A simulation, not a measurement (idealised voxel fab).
The name of this process module is voxel capacitor over wiring.
Shown is cross-section cut, with a width of 210 nm and square cells of size 5 nm.
A cross-section is a grid of square cells, given in bands from the top down. A band is one or more rows of cells.
Within each band entry, the heights of the top and of the bottom of the band appear first, in that order and in nm; the materials of the band then follow from left to right, each with its corresponding width in nm. The designation "everywhere" on a single material indicates that it fills the band from edge to edge; the designation "blank" indicates empty space.
Heights are reckoned from 0. Under this level, the received wafer is all of one material. The bottommost band is open-ended downward, for example "0 nm and below".
A width given as "30 to 40" starts at the first number in the band's top row and ends at the second number in its bottom row, shifting by an equal amount at every step from row to row.
Take "nothing changed" at face value: in the step it is given for, the cross-section changed in none of its cells.
Enclosed voids (no open way to top), threshold 8 cells or more, entry "Entrapped voids", notation width x height at distance, distance from left edge, nm.
On a step's line, text after the settings is the simulator commenting on that step.
overlay nm: right-of-plan distance of the mask on a masked step; negative values mean left-of-plan.
PLANNED PROCESS STEPS
1: RECEIVE [material Si]
2: CONFORMAL_DEP [material SiO2] [thk nm 10]
3: CONFORMAL_DEP [material SiCN] [thk nm 5]
4: DIRECTIONAL_DEP [material lowk] [thk nm 15]
5: MASKED_ETCH [tone open] [mask id METAL_1] [width nm 30] [pitch nm 95] [etch materials lowk] [depth nm 15] [overlay nm 0]
6: MASKED_ETCH [tone open] [mask id METAL_1] [width nm 30] [pitch nm 95] [etch materials SiCN] [depth nm 5] [overlay nm 0]
7: CONFORMAL_DEP [material TiN] [thk nm 5]
8: FILL_DEP [material Ru] [thk nm 5]
9: CMP [height nm 30]
10: CONFORMAL_DEP [material SiCN] [thk nm 5]
11: DIRECTIONAL_DEP [material lowk] [thk nm 15]
12: PATTERN [tone open] [mask id PLUG_1] [material resist] [width nm 15] [thk nm 15] [overlay nm 0]
13: DIRECTIONAL_ETCH [etch materials lowk] [depth nm 15]
14: DIRECTIONAL_ETCH [etch materials SiCN] [depth nm 5]
15: STRIP [etch materials resist]
16: CONFORMAL_DEP [material TiN] [thk nm 5]
17: FILL_DEP [material Ru] [thk nm 10]
18: CMP [height nm 50]
19: DIRECTIONAL_DEP [material TiN] [thk nm 5]
20: DIRECTIONAL_DEP [material Al2O3] [thk nm 5]
21: DIRECTIONAL_DEP [material TiN] [thk nm 5]
22: PATTERN [tone cover] [mask id UPPER_PLATE] [material resist] [width nm 70] [thk nm 20] [overlay nm 0]
23: DIRECTIONAL_ETCH [etch materials TiN] [depth nm 5]
24: DIRECTIONAL_ETCH [etch materials Al2O3] [depth nm 5]
25: STRIP [etch materials resist]
26: MASKED_ETCH [tone cover] [mask id LOWER_PLATE] [width nm 80] [etch materials TiN] [depth nm 5] [overlay nm 0]
27: FILL_DEP [material SiO2] [thk nm 15]
28: CMP [height nm 75]
29: MASKED_ETCH [tone open] [mask id PLUG_2] [width nm 15] [etch materials SiO2] [depth nm 10] [overlay nm 0]
30: CONFORMAL_DEP [material TiN] [thk nm 5]
31: FILL_DEP [material W] [thk nm 10]
32: CMP [height nm 75]
33: CONFORMAL_DEP [material SiCN] [thk nm 5]
BELOW: THE FIRST OF TWO WAFERS, RUN AS PLANNED
SO THIS IS THE INCOMING WAFER IN CROSS-SECTION - IT'S ALREADY BEEN THROUGH STEP 1
* 0 nm and below = Si everywhere
* Entrapped voids: none
STEP 2 COMPLETE: CROSS-SECTION THROUGH THE WAFER
* 10 nm to 0 nm = SiO2 everywhere
* Everything below 0 is unchanged.
STEP 3 COMPLETE: CROSS-SECTION THROUGH THE WAFER
* 15 nm to 10 nm = SiCN everywhere
* Everything below 10 is unchanged.
STEP 4 COMPLETE: CROSS-SECTION THROUGH THE WAFER
* 30 nm to 15 nm = lowk everywhere
* Everything below 15 is unchanged.
STEP 5 COMPLETE: CROSS-SECTION THROUGH THE WAFER
* 30 nm to 15 nm = 40 nm lowk, then 30 nm blank, then 65 nm lowk, then 30 nm blank, then 45 nm lowk
* Everything below 15 is unchanged.
STEP 6 COMPLETE: CROSS-SECTION THROUGH THE WAFER
* 30 nm to 15 nm = 40 nm lowk, then 30 nm blank, then 65 nm lowk, then 30 nm blank, then 45 nm lowk
* 15 nm to 10 nm = 40 nm SiCN, then 30 nm blank, then 65 nm SiCN, then 30 nm blank, then 45 nm SiCN
* Everything below 10 is unchanged.
STEP 7 COMPLETE: CROSS-SECTION THROUGH THE WAFER
* 35 nm to 30 nm = 45 nm TiN, then 20 nm blank, then 75 nm TiN, then 20 nm blank, then 50 nm TiN
* 30 nm to 15 nm = 40 nm lowk, then 5 nm TiN, then 20 nm blank, then 5 nm TiN, then 65 nm lowk, then 5 nm TiN, then 20 nm blank, then 5 nm TiN, then 45 nm lowk
* 15 nm to 10 nm = 40 nm SiCN, then 30 nm TiN, then 65 nm SiCN, then 30 nm TiN, then 45 nm SiCN
* Everything below 10 is unchanged.
STEP 8 COMPLETE: CROSS-SECTION THROUGH THE WAFER
* 40 nm to 35 nm = Ru everywhere
* 35 nm to 30 nm = 45 nm TiN, then 20 nm Ru, then 75 nm TiN, then 20 nm Ru, then 50 nm TiN
* 30 nm to 15 nm = 40 nm lowk, then 5 nm TiN, then 20 nm Ru, then 5 nm TiN, then 65 nm lowk, then 5 nm TiN, then 20 nm Ru, then 5 nm TiN, then 45 nm lowk
* Everything below 15 is unchanged.
STEP 9 COMPLETE: CROSS-SECTION THROUGH THE WAFER
* 30 nm to 15 nm = 40 nm lowk, then 5 nm TiN, then 20 nm Ru, then 5 nm TiN, then 65 nm lowk, then 5 nm TiN, then 20 nm Ru, then 5 nm TiN, then 45 nm lowk
* Everything below 15 is unchanged.
STEP 10 COMPLETE: CROSS-SECTION THROUGH THE WAFER
* 35 nm to 30 nm = SiCN everywhere
* Everything below 30 is unchanged.
STEP 11 COMPLETE: CROSS-SECTION THROUGH THE WAFER
* 50 nm to 35 nm = lowk everywhere
* Everything below 35 is unchanged.
STEP 12 COMPLETE: CROSS-SECTION THROUGH THE WAFER
* 65 nm to 50 nm = 55 nm resist, then 15 nm blank, then 140 nm resist
* Everything below 50 is unchanged.
STEP 13 COMPLETE: CROSS-SECTION THROUGH THE WAFER
* 65 nm to 50 nm = 55 nm resist, then 15 nm blank, then 140 nm resist
* 50 nm to 35 nm = 55 nm lowk, then 15 nm blank, then 140 nm lowk
* Everything below 35 is unchanged.
STEP 14 COMPLETE: CROSS-SECTION THROUGH THE WAFER
* 65 nm to 50 nm = 55 nm resist, then 15 nm blank, then 140 nm resist
* 50 nm to 35 nm = 55 nm lowk, then 15 nm blank, then 140 nm lowk
* 35 nm to 30 nm = 55 nm SiCN, then 15 nm blank, then 140 nm SiCN
* Everything below 30 is unchanged.
STEP 15 COMPLETE: CROSS-SECTION THROUGH THE WAFER
* 50 nm to 35 nm = 55 nm lowk, then 15 nm blank, then 140 nm lowk
* Everything below 35 is unchanged.
STEP 16 COMPLETE: CROSS-SECTION THROUGH THE WAFER
* 55 nm to 50 nm = 60 nm TiN, then 5 nm blank, then 145 nm TiN
* 50 nm to 35 nm = 55 nm lowk, then 5 nm TiN, then 5 nm blank, then 5 nm TiN, then 140 nm lowk
* 35 nm to 30 nm = 55 nm SiCN, then 15 nm TiN, then 140 nm SiCN
* Everything below 30 is unchanged.
STEP 17 COMPLETE: CROSS-SECTION THROUGH THE WAFER
* 65 nm to 55 nm = Ru everywhere
* 55 nm to 50 nm = 60 nm TiN, then 5 nm Ru, then 145 nm TiN
* 50 nm to 35 nm = 55 nm lowk, then 5 nm TiN, then 5 nm Ru, then 5 nm TiN, then 140 nm lowk
* Everything below 35 is unchanged.
STEP 18 COMPLETE: CROSS-SECTION THROUGH THE WAFER
* 50 nm to 35 nm = 55 nm lowk, then 5 nm TiN, then 5 nm Ru, then 5 nm TiN, then 140 nm lowk
* Everything below 35 is unchanged.
STEP 19 COMPLETE: CROSS-SECTION THROUGH THE WAFER
* 55 nm to 50 nm = TiN everywhere
* Everything below 50 is unchanged.
STEP 20 COMPLETE: CROSS-SECTION THROUGH THE WAFER
* 60 nm to 55 nm = Al2O3 everywhere
* Everything below 55 is unchanged.
STEP 21 COMPLETE: CROSS-SECTION THROUGH THE WAFER
* 65 nm to 60 nm = TiN everywhere
* Everything below 60 is unchanged.
STEP 22 COMPLETE: CROSS-SECTION THROUGH THE WAFER
* 85 nm to 65 nm = 55 nm blank, then 70 nm resist, then 85 nm blank
* Everything below 65 is unchanged.
STEP 23 COMPLETE: CROSS-SECTION THROUGH THE WAFER
* 85 nm to 65 nm = 55 nm blank, then 70 nm resist, then 85 nm blank
* 65 nm to 60 nm = 55 nm blank, then 70 nm TiN, then 85 nm blank
* Everything below 60 is unchanged.
STEP 24 COMPLETE: CROSS-SECTION THROUGH THE WAFER
* 85 nm to 65 nm = 55 nm blank, then 70 nm resist, then 85 nm blank
* 65 nm to 60 nm = 55 nm blank, then 70 nm TiN, then 85 nm blank
* 60 nm to 55 nm = 55 nm blank, then 70 nm Al2O3, then 85 nm blank
* Everything below 55 is unchanged.
STEP 25 COMPLETE: CROSS-SECTION THROUGH THE WAFER
* 65 nm to 60 nm = 55 nm blank, then 70 nm TiN, then 85 nm blank
* Everything below 60 is unchanged.
STEP 26 COMPLETE: CROSS-SECTION THROUGH THE WAFER
* 65 nm to 60 nm = 55 nm blank, then 70 nm TiN, then 85 nm blank
* 60 nm to 55 nm = 55 nm blank, then 70 nm Al2O3, then 85 nm blank
* 55 nm to 50 nm = 50 nm blank, then 80 nm TiN, then 80 nm blank
* Everything below 50 is unchanged.
STEP 27 COMPLETE: CROSS-SECTION THROUGH THE WAFER
* 80 nm to 65 nm = SiO2 everywhere
* 65 nm to 60 nm = 55 nm SiO2, then 70 nm TiN, then 85 nm SiO2
* 60 nm to 55 nm = 55 nm SiO2, then 70 nm Al2O3, then 85 nm SiO2
* 55 nm to 50 nm = 50 nm SiO2, then 80 nm TiN, then 80 nm SiO2
* Everything below 50 is unchanged.
STEP 28 COMPLETE: CROSS-SECTION THROUGH THE WAFER
* 75 nm to 65 nm = SiO2 everywhere
* Everything below 65 is unchanged.
STEP 29 COMPLETE: CROSS-SECTION THROUGH THE WAFER
* 75 nm to 65 nm = 65 nm SiO2, then 15 nm blank, then 130 nm SiO2
* Everything below 65 is unchanged.
STEP 30 COMPLETE: CROSS-SECTION THROUGH THE WAFER
* 80 nm to 75 nm = 70 nm TiN, then 5 nm blank, then 135 nm TiN
* 75 nm to 70 nm = 65 nm SiO2, then 5 nm TiN, then 5 nm blank, then 5 nm TiN, then 130 nm SiO2
* 70 nm to 60 nm = 65 to 55 nm SiO2, then 15 to 70 nm TiN, then 130 to 85 nm SiO2
* Everything below 60 is unchanged.
STEP 31 COMPLETE: CROSS-SECTION THROUGH THE WAFER
* 90 nm to 80 nm = W everywhere
* 80 nm to 75 nm = 70 nm TiN, then 5 nm W, then 135 nm TiN
* 75 nm to 70 nm = 65 nm SiO2, then 5 nm TiN, then 5 nm W, then 5 nm TiN, then 130 nm SiO2
* Everything below 70 is unchanged.
STEP 32 COMPLETE: CROSS-SECTION THROUGH THE WAFER
* 75 nm to 70 nm = 65 nm SiO2, then 5 nm TiN, then 5 nm W, then 5 nm TiN, then 130 nm SiO2
* Everything below 70 is unchanged.
STEP 33 COMPLETE: CROSS-SECTION THROUGH THE WAFER
* 80 nm to 75 nm = SiCN everywhere
* Everything below 75 is unchanged.
SECOND WAFER, SAME STARTING STATE AND PLAN AS THE FIRST, ONE MISTAKE IN THE RUN, IDENTICAL THROUGH STEP 2
Second wafer at the planned finish of step 3, seen in cross-section: nothing changed
SECOND WAFER AT THE PLANNED FINISH OF STEP 4, SEEN IN CROSS-SECTION
* 25 nm to 10 nm = lowk everywhere
* Everything below 10 is unchanged.
SECOND WAFER AT THE PLANNED FINISH OF STEP 5, SEEN IN CROSS-SECTION
* 25 nm to 10 nm = 40 nm lowk, then 30 nm blank, then 65 nm lowk, then 30 nm blank, then 45 nm lowk
* Everything below 10 is unchanged.
Second wafer at the planned finish of step 6, seen in cross-section: nothing changed
SECOND WAFER AT THE PLANNED FINISH OF STEP 7, SEEN IN CROSS-SECTION
* 30 nm to 25 nm = 45 nm TiN, then 20 nm blank, then 75 nm TiN, then 20 nm blank, then 50 nm TiN
* 25 nm to 15 nm = 40 nm lowk, then 5 nm TiN, then 20 nm blank, then 5 nm TiN, then 65 nm lowk, then 5 nm TiN, then 20 nm blank, then 5 nm TiN, then 45 nm lowk
* 15 nm to 10 nm = 40 nm lowk, then 30 nm TiN, then 65 nm lowk, then 30 nm TiN, then 45 nm lowk
* Everything below 10 is unchanged.
SECOND WAFER AT THE PLANNED FINISH OF STEP 8, SEEN IN CROSS-SECTION
* 35 nm to 30 nm = Ru everywhere
* 30 nm to 25 nm = 45 nm TiN, then 20 nm Ru, then 75 nm TiN, then 20 nm Ru, then 50 nm TiN
* 25 nm to 15 nm = 40 nm lowk, then 5 nm TiN, then 20 nm Ru, then 5 nm TiN, then 65 nm lowk, then 5 nm TiN, then 20 nm Ru, then 5 nm TiN, then 45 nm lowk
* Everything below 15 is unchanged.
SECOND WAFER AT THE PLANNED FINISH OF STEP 9, SEEN IN CROSS-SECTION
* 30 nm to 25 nm = 45 nm TiN, then 20 nm Ru, then 75 nm TiN, then 20 nm Ru, then 50 nm TiN
* Everything below 25 is unchanged.
SECOND WAFER AT THE PLANNED FINISH OF STEP 10, SEEN IN CROSS-SECTION
* 35 nm to 30 nm = SiCN everywhere
* Everything below 30 is unchanged.
SECOND WAFER AT THE PLANNED FINISH OF STEP 11, SEEN IN CROSS-SECTION
* 50 nm to 35 nm = lowk everywhere
* Everything below 35 is unchanged.
SECOND WAFER AT THE PLANNED FINISH OF STEP 12, SEEN IN CROSS-SECTION
* 65 nm to 50 nm = 55 nm resist, then 15 nm blank, then 140 nm resist
* Everything below 50 is unchanged.
SECOND WAFER AT THE PLANNED FINISH OF STEP 13, SEEN IN CROSS-SECTION
* 65 nm to 50 nm = 55 nm resist, then 15 nm blank, then 140 nm resist
* 50 nm to 35 nm = 55 nm lowk, then 15 nm blank, then 140 nm lowk
* Everything below 35 is unchanged.
SECOND WAFER AT THE PLANNED FINISH OF STEP 14, SEEN IN CROSS-SECTION
* 65 nm to 50 nm = 55 nm resist, then 15 nm blank, then 140 nm resist
* 50 nm to 35 nm = 55 nm lowk, then 15 nm blank, then 140 nm lowk
* 35 nm to 30 nm = 55 nm SiCN, then 15 nm blank, then 140 nm SiCN
* Everything below 30 is unchanged.
SECOND WAFER AT THE PLANNED FINISH OF STEP 15, SEEN IN CROSS-SECTION
* 50 nm to 35 nm = 55 nm lowk, then 15 nm blank, then 140 nm lowk
* Everything below 35 is unchanged.
SECOND WAFER AT THE PLANNED FINISH OF STEP 16, SEEN IN CROSS-SECTION
* 55 nm to 50 nm = 60 nm TiN, then 5 nm blank, then 145 nm TiN
* 50 nm to 35 nm = 55 nm lowk, then 5 nm TiN, then 5 nm blank, then 5 nm TiN, then 140 nm lowk
* 35 nm to 30 nm = 55 nm SiCN, then 15 nm TiN, then 140 nm SiCN
* Everything below 30 is unchanged.
SECOND WAFER AT THE PLANNED FINISH OF STEP 17, SEEN IN CROSS-SECTION
* 65 nm to 55 nm = Ru everywhere
* 55 nm to 50 nm = 60 nm TiN, then 5 nm Ru, then 145 nm TiN
* 50 nm to 35 nm = 55 nm lowk, then 5 nm TiN, then 5 nm Ru, then 5 nm TiN, then 140 nm lowk
* Everything below 35 is unchanged.
SECOND WAFER AT THE PLANNED FINISH OF STEP 18, SEEN IN CROSS-SECTION
* 50 nm to 35 nm = 55 nm lowk, then 5 nm TiN, then 5 nm Ru, then 5 nm TiN, then 140 nm lowk
* Everything below 35 is unchanged.
SECOND WAFER AT THE PLANNED FINISH OF STEP 19, SEEN IN CROSS-SECTION
* 55 nm to 50 nm = TiN everywhere
* Everything below 50 is unchanged.
SECOND WAFER AT THE PLANNED FINISH OF STEP 20, SEEN IN CROSS-SECTION
* 60 nm to 55 nm = Al2O3 everywhere
* Everything below 55 is unchanged.
SECOND WAFER AT THE PLANNED FINISH OF STEP 21, SEEN IN CROSS-SECTION
* 65 nm to 60 nm = TiN everywhere
* Everything below 60 is unchanged.
SECOND WAFER AT THE PLANNED FINISH OF STEP 22, SEEN IN CROSS-SECTION
* 85 nm to 65 nm = 55 nm blank, then 70 nm resist, then 85 nm blank
* Everything below 65 is unchanged.
SECOND WAFER AT THE PLANNED FINISH OF STEP 23, SEEN IN CROSS-SECTION
* 85 nm to 65 nm = 55 nm blank, then 70 nm resist, then 85 nm blank
* 65 nm to 60 nm = 55 nm blank, then 70 nm TiN, then 85 nm blank
* Everything below 60 is unchanged.
SECOND WAFER AT THE PLANNED FINISH OF STEP 24, SEEN IN CROSS-SECTION
* 85 nm to 65 nm = 55 nm blank, then 70 nm resist, then 85 nm blank
* 65 nm to 60 nm = 55 nm blank, then 70 nm TiN, then 85 nm blank
* 60 nm to 55 nm = 55 nm blank, then 70 nm Al2O3, then 85 nm blank
* Everything below 55 is unchanged.
SECOND WAFER AT THE PLANNED FINISH OF STEP 25, SEEN IN CROSS-SECTION
* 65 nm to 60 nm = 55 nm blank, then 70 nm TiN, then 85 nm blank
* Everything below 60 is unchanged.
SECOND WAFER AT THE PLANNED FINISH OF STEP 26, SEEN IN CROSS-SECTION
* 65 nm to 60 nm = 55 nm blank, then 70 nm TiN, then 85 nm blank
* 60 nm to 55 nm = 55 nm blank, then 70 nm Al2O3, then 85 nm blank
* 55 nm to 50 nm = 50 nm blank, then 80 nm TiN, then 80 nm blank
* Everything below 50 is unchanged.
SECOND WAFER AT THE PLANNED FINISH OF STEP 27, SEEN IN CROSS-SECTION
* 80 nm to 65 nm = SiO2 everywhere
* 65 nm to 60 nm = 55 nm SiO2, then 70 nm TiN, then 85 nm SiO2
* 60 nm to 55 nm = 55 nm SiO2, then 70 nm Al2O3, then 85 nm SiO2
* 55 nm to 50 nm = 50 nm SiO2, then 80 nm TiN, then 80 nm SiO2
* Everything below 50 is unchanged.
SECOND WAFER AT THE PLANNED FINISH OF STEP 28, SEEN IN CROSS-SECTION
* 75 nm to 65 nm = SiO2 everywhere
* Everything below 65 is unchanged.
SECOND WAFER AT THE PLANNED FINISH OF STEP 29, SEEN IN CROSS-SECTION
* 75 nm to 65 nm = 65 nm SiO2, then 15 nm blank, then 130 nm SiO2
* Everything below 65 is unchanged.
SECOND WAFER AT THE PLANNED FINISH OF STEP 30, SEEN IN CROSS-SECTION
* 80 nm to 75 nm = 70 nm TiN, then 5 nm blank, then 135 nm TiN
* 75 nm to 70 nm = 65 nm SiO2, then 5 nm TiN, then 5 nm blank, then 5 nm TiN, then 130 nm SiO2
* 70 nm to 60 nm = 65 to 55 nm SiO2, then 15 to 70 nm TiN, then 130 to 85 nm SiO2
* Everything below 60 is unchanged.
SECOND WAFER AT THE PLANNED FINISH OF STEP 31, SEEN IN CROSS-SECTION
* 90 nm to 80 nm = W everywhere
* 80 nm to 75 nm = 70 nm TiN, then 5 nm W, then 135 nm TiN
* 75 nm to 70 nm = 65 nm SiO2, then 5 nm TiN, then 5 nm W, then 5 nm TiN, then 130 nm SiO2
* Everything below 70 is unchanged.
SECOND WAFER AT THE PLANNED FINISH OF STEP 32, SEEN IN CROSS-SECTION
* 75 nm to 70 nm = 65 nm SiO2, then 5 nm TiN, then 5 nm W, then 5 nm TiN, then 130 nm SiO2
* Everything below 70 is unchanged.
SECOND WAFER AT THE PLANNED FINISH OF STEP 33, SEEN IN CROSS-SECTION
* 80 nm to 75 nm = SiCN everywhere
* Everything below 75 is unchanged.
Deviation from plan: step 3 of the plan was jumped over and never run
Final comparison by cell count, materials where the second wafer has more or fewer than the first: 30 fewer of SiCN, 30 more of TiN
